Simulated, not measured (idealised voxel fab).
The following is a process module called voxel trench capacitor.
Section cut is 260 nm wide and gridded with 5 nm square cells.
Format of a cross-section: grid, square cells. Given as bands. Order: top down. Band: one or more rows of cells.
Within each band entry, the heights of the top and of the bottom of the band appear first, in that order and in nm; the materials of the band then follow from left to right, each with its corresponding width in nm. The designation "edge to edge" on a single material indicates that it fills the band from edge to edge; the designation "empty" indicates empty space.
Heights from 0 (as-received wafer is one material below). Bottom band endless downward, as "z 0 and below".
Note: "30..40" means the width goes from the first number (top row of the band) to the second number (bottom row) in equal steps per row of cells.
Where the words "remains unaltered" appear for a step, the cross-section shows no cell changed by that step; every cell remained as before.
"Closed void catalog" contains a list of empty spaces, each no smaller than 8 cells and without an open way to the top, written in the form width x height at distance with the distance from the left edge and all three in nm.
Whatever follows a step's settings on its line is a remark the simulator itself makes about that step.
"overlay nm" denotes, for a step that has a mask, the displacement of the mask to the right of its planned place, with negative values corresponding to the left.

Process steps (planned):
| 1 | RECEIVE [material Si] |
| 2 | CONFORMAL_DEP [material SiN] [thk nm 5] |
| 3 | MASKED_ETCH [tone open] [mask id TRENCH] [width nm 25] [pitch nm 50] [etch materials SiN] [depth nm 5] [overlay nm 0] |
| 4 | MASKED_ETCH [tone open] [mask id TRENCH] [width nm 25] [pitch nm 50] [etch materials Si] [depth nm 30] [overlay nm 0] |
| 5 | CONFORMAL_DEP [material SiO2] [thk nm 5] |
| 6 | FILL_DEP [material polySi] [thk nm 10] |
| 7 | CMP [height nm 5] |

Received-state cross-section, reflecting completion of step 1:
	z 0 and below = Si edge to edge
	Closed void catalog: none

First of two wafers: cross-section at end of module, run per plan:
	z 5 to 0 = SiN 90 / SiO2 5 / polySi 15 / SiO2 5 / SiN 25 / SiO2 5 / polySi 15 / SiO2 5 / SiN 95
	z 0 to -25 = Si 90 / SiO2 5 / polySi 15 / SiO2 5 / Si 25 / SiO2 5 / polySi 15 / SiO2 5 / Si 95
	z -25 to -30 = Si 90 / SiO2 25 / Si 25 / SiO2 25 / Si 95
	z -30 and below = Si edge to edge
	Closed void catalog: none

This is the second of the two wafers, cross-sectioned at the end of the module; it started exactly like the first and was given the same plan, but it was run with one mistake:
	z 5 to 0 = polySi 90 / SiO2 5 / polySi 15 / SiO2 5 / polySi 25 / SiO2 5 / polySi 15 / SiO2 5 / polySi 95
	z 0 to -20 = Si 90 / SiO2 5 / polySi 15 / SiO2 5 / Si 25 / SiO2 5 / polySi 15 / SiO2 5 / Si 95
	z -20 to -25 = Si 90 / SiO2 25 / Si 25 / SiO2 25 / Si 95
	z -25 and below = Si edge to edge
	Closed void catalog: none
In executing the process, a mistake was made relative to the plan: step 2 ran differently from the plan; actual operation with settings: CONFORMAL_DEP [material polySi] [thk nm 5]
Wafer comparison, final, in cells, second relative to first, materials more or fewer: Si: 10 more, SiN: 42 fewer, SiO2: 4 fewer, polySi: 36 more
